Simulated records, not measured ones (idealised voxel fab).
Process module in this document: voxel lift off
Shown is cross-section cut, with a width of 215 nm and square cells of size 5 nm.
Notation: cross-section as square-cell grid; stated in bands, top first, going down; one or more cell rows per band.
First you get the band's top height and its bottom height, in nm, and then the materials it's made of, left to right, with each width in nm. If you see a single material with "all across", that one covers the band edge to edge. "blank" is empty space.
It should be noted that heights are counted from 0, beneath which the wafer as supplied is of one material throughout, and that the lowest band possesses no lower boundary but continues downward, as written in "0..down".
Width: "30 to 40" (first number = top row, second number = bottom row, same change from row to row of cells).
What does "left unchanged" mean for a step? It means no cell of the cross-section changed in that step.
The list in "Voids lacking openings" covers empty spaces of 8 cells or more that cannot reach the top through any open way, and it gives each as width x height at distance; the distance is from the left edge, and width, height and distance are in nm.
Whatever follows a step's settings on its line is a remark the simulator itself makes about that step.
overlay nm: mask offset rightward from planned place, masked step; negative means leftward offset.
### Listed below are the process steps as planned
| 1 | RECEIVE,material Si |
| 2 | CONFORMAL_DEP,material Al2O3,thk nm 5 |
| 3 | PATTERN,tone open,mask id LINES,material resist,width nm 15,pitch nm 45,thk nm 20,overlay nm 0 |
| 4 | DIRECTIONAL_DEP,material Ru,thk nm 10 |
| 5 | STRIP,etch materials resist |
| 6 | CONFORMAL_DEP,material SiCN,thk nm 10 |
### First wafer of two (run as planned)
### Cross-section of the wafer as it came to us, i.e., already through step 1
    0..down: Si all across
    Voids lacking openings: none
### After step 2: wafer cross-section
    5..0: Al2O3 all across
    Below 0, the layers are the same as they were.
### After step 3: wafer cross-section
    25..5: 55 of resist, then 15 of blank, then 30 of resist, then 15 of blank, then 30 of resist, then 15 of blank, then 55 of resist
    Below 5, the layers are the same as they were.
### After step 4: wafer cross-section
    35..25: 55 of Ru, then 15 of blank, then 30 of Ru, then 15 of blank, then 30 of Ru, then 15 of blank, then 55 of Ru
    25..15: 55 of resist, then 15 of blank, then 30 of resist, then 15 of blank, then 30 of resist, then 15 of blank, then 55 of resist
    15..5: 55 of resist, then 15 of Ru, then 30 of resist, then 15 of Ru, then 30 of resist, then 15 of Ru, then 55 of resist
    Below 5, the layers are the same as they were.
### After step 5: wafer cross-section
    15..5: 55 of blank, then 15 of Ru, then 30 of blank, then 15 of Ru, then 30 of blank, then 15 of Ru, then 55 of blank
    Below 5, the layers are the same as they were.
### After step 6: wafer cross-section
    25..15: 45 of blank, then 35 of SiCN, then 10 of blank, then 35 of SiCN, then 10 of blank, then 35 of SiCN, then 45 of blank
    15..5: 55 of SiCN, then 15 of Ru, then 30 of SiCN, then 15 of Ru, then 30 of SiCN, then 15 of Ru, then 55 of SiCN
    Below 5, the layers are the same as they were.
### The second wafer began exactly as the first did and followed the same plan, but one mistake was made while running it; through step 3 inclusive, the two wafers are identical
Cross-sectional representation of the second wafer at the time designated in the plan for the completion of step 4: left unchanged
### Cross-sectional representation of the second wafer at the time designated in the plan for the completion of step 5
    5..0: Al2O3 all across
    Below 0, the layers are the same as they were.
### Cross-sectional representation of the second wafer at the time designated in the plan for the completion of step 6
    15..5: SiCN all across
    Below 5, the layers are the same as they were.
what went wrong: step 4 was left out
Once processing is complete, comparing cell counts shows that the second wafer has more or fewer of certain materials than the first: 18 fewer of Ru | 24 fewer of SiCN
